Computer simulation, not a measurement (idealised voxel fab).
Process module in this document: voxel self aligned vias
Cross-section cut spans 295 nm and uses square cells 5 nm in size.
Cross-section spec: square-cell grid; bands listed top down; each band is one or more rows.
The entry gives the band's vertical extent as a top height and a bottom height in nm, then its horizontal make-up as materials from left to right, each with a width in nm. "empty" stands for empty space; a single material marked "everywhere" fills the band edge to edge.
Counting heights begins at 0, where everything beneath is, in the wafer as received, one material. The lowest band has no bottom; it goes on downwards, as "z 0 and below" shows.
Note: "30..40" means the width goes from the first number (top row of the band) to the second number (bottom row) in equal steps per row of cells.
You'll sometimes find "no modifications" written for a step, and that's the way of saying that nowhere in the cross-section did a cell change during that step.
In "Enclosed void catalog" the enclosed voids are listed, meaning empty spaces of 8 cells or larger without any opening to the top. The form is width x height at distance, distance from the left edge, units nm.
Formally, on a step line, whatever follows the settings is a remark that the simulator itself makes on the step.
Each step line may optionally specify "overlay nm", which for a step with a mask gives the rightward distance between the mask's planned place and where it lay, a negative value indicating the leftward direction.
[List of planned process steps]
1: RECEIVE | material Si
2: CONFORMAL_DEP | material SiO2 | thk nm 10
3: CONFORMAL_DEP | material SiCN | thk nm 5
4: DIRECTIONAL_DEP | material SiO2 | thk nm 25
5: MASKED_ETCH | tone open | mask id LINES | width nm 20 | pitch nm 55 | etch materials SiO2 | depth nm 25 | overlay nm 0
6: CONFORMAL_DEP | material TiN | thk nm 5
7: FILL_DEP | material W | thk nm 10
8: CMP | height nm 40
9: SELECTIVE_ETCH | etch materials W Ru TiN | depth nm 10
10: FILL_DEP | material SiN | thk nm 10
11: CMP | height nm 40
12: DIRECTIONAL_DEP | material SiO2 | thk nm 20
13: MASKED_ETCH | tone open | mask id VIAS | width nm 40 | pitch nm 55 | etch materials SiO2 | depth nm 20 | overlay nm 0
14: MASKED_ETCH | tone open | mask id VIAS | width nm 40 | pitch nm 55 | etch materials SiN | depth nm 10 | overlay nm 0
15: CONFORMAL_DEP | material TiN | thk nm 5
16: FILL_DEP | material Cu | thk nm 10
17: CMP | height nm 60
18: CONFORMAL_DEP | material SiCN | thk nm 5
[Received-state cross-section, reflecting completion of step 1]
z 0 and below = Si everywhere
Enclosed void catalog: none
[Wafer cross-section at module end: first of two, run to plan]
z 65 to 60 = SiCN everywhere
z 60 to 45 = SiO2: 70; TiN: 5; Cu: 30; TiN: 5; SiO2: 15; TiN: 5; Cu: 30; TiN: 5; SiO2: 15; TiN: 5; Cu: 30; TiN: 5; SiO2: 75
z 45 to 35 = SiO2: 70..80; TiN: 15..5; Cu: 10; TiN: 15..5; SiO2: 15..35; TiN: 15..5; Cu: 10; TiN: 15..5; SiO2: 15..35; TiN: 15..5; Cu: 10; TiN: 15..5; SiO2: 75..85
z 35 to 30 = SiO2: 80; TiN: 20; SiO2: 35; TiN: 20; SiO2: 35; TiN: 20; SiO2: 85
z 30 to 20 = SiO2: 80; TiN: 5; W: 10; TiN: 5; SiO2: 35; TiN: 5; W: 10; TiN: 5; SiO2: 35; TiN: 5; W: 10; TiN: 5; SiO2: 85
z 20 to 15 = SiO2: 80; TiN: 20; SiO2: 35; TiN: 20; SiO2: 35; TiN: 20; SiO2: 85
z 15 to 10 = SiCN everywhere
z 10 to 0 = SiO2 everywhere
z 0 and below = Si everywhere
Enclosed void catalog: none
[Wafer two, sectioned after the module: the first wafer's start, the first wafer's plan, and one mistake in how it was run]
z 65 to 60 = SiCN everywhere
z 60 to 40 = SiO2: 70; TiN: 5; Cu: 30; TiN: 5; SiO2: 15; TiN: 5; Cu: 30; TiN: 5; SiO2: 15; TiN: 5; Cu: 30; TiN: 5; SiO2: 75
z 40 to 35 = SiN: 70; TiN: 5; Cu: 30; TiN: 5; SiN: 15; TiN: 5; Cu: 30; TiN: 5; SiN: 15; TiN: 5; Cu: 30; TiN: 5; SiN: 75
z 35 to 30 = SiN: 70; TiN: 40; SiN: 15; TiN: 40; SiN: 15; TiN: 40; SiN: 75
z 30 to 10 = SiO2: 80; TiN: 5; W: 10; TiN: 5; SiO2: 35; TiN: 5; W: 10; TiN: 5; SiO2: 35; TiN: 5; W: 10; TiN: 5; SiO2: 85
z 10 to 5 = SiO2: 80; TiN: 20; SiO2: 35; TiN: 20; SiO2: 35; TiN: 20; SiO2: 85
z 5 to 0 = SiCN everywhere
z 0 and below = Si everywhere
Enclosed void catalog: none
Finding, execution versus plan: with respect to the plan, step 2 was omitted and not executed
The second wafer ends with more or fewer cells of some materials than the first, per final count: 24 more of Cu | 70 more of SiN | 118 fewer of SiO2 | 12 more of TiN | 12 more of W
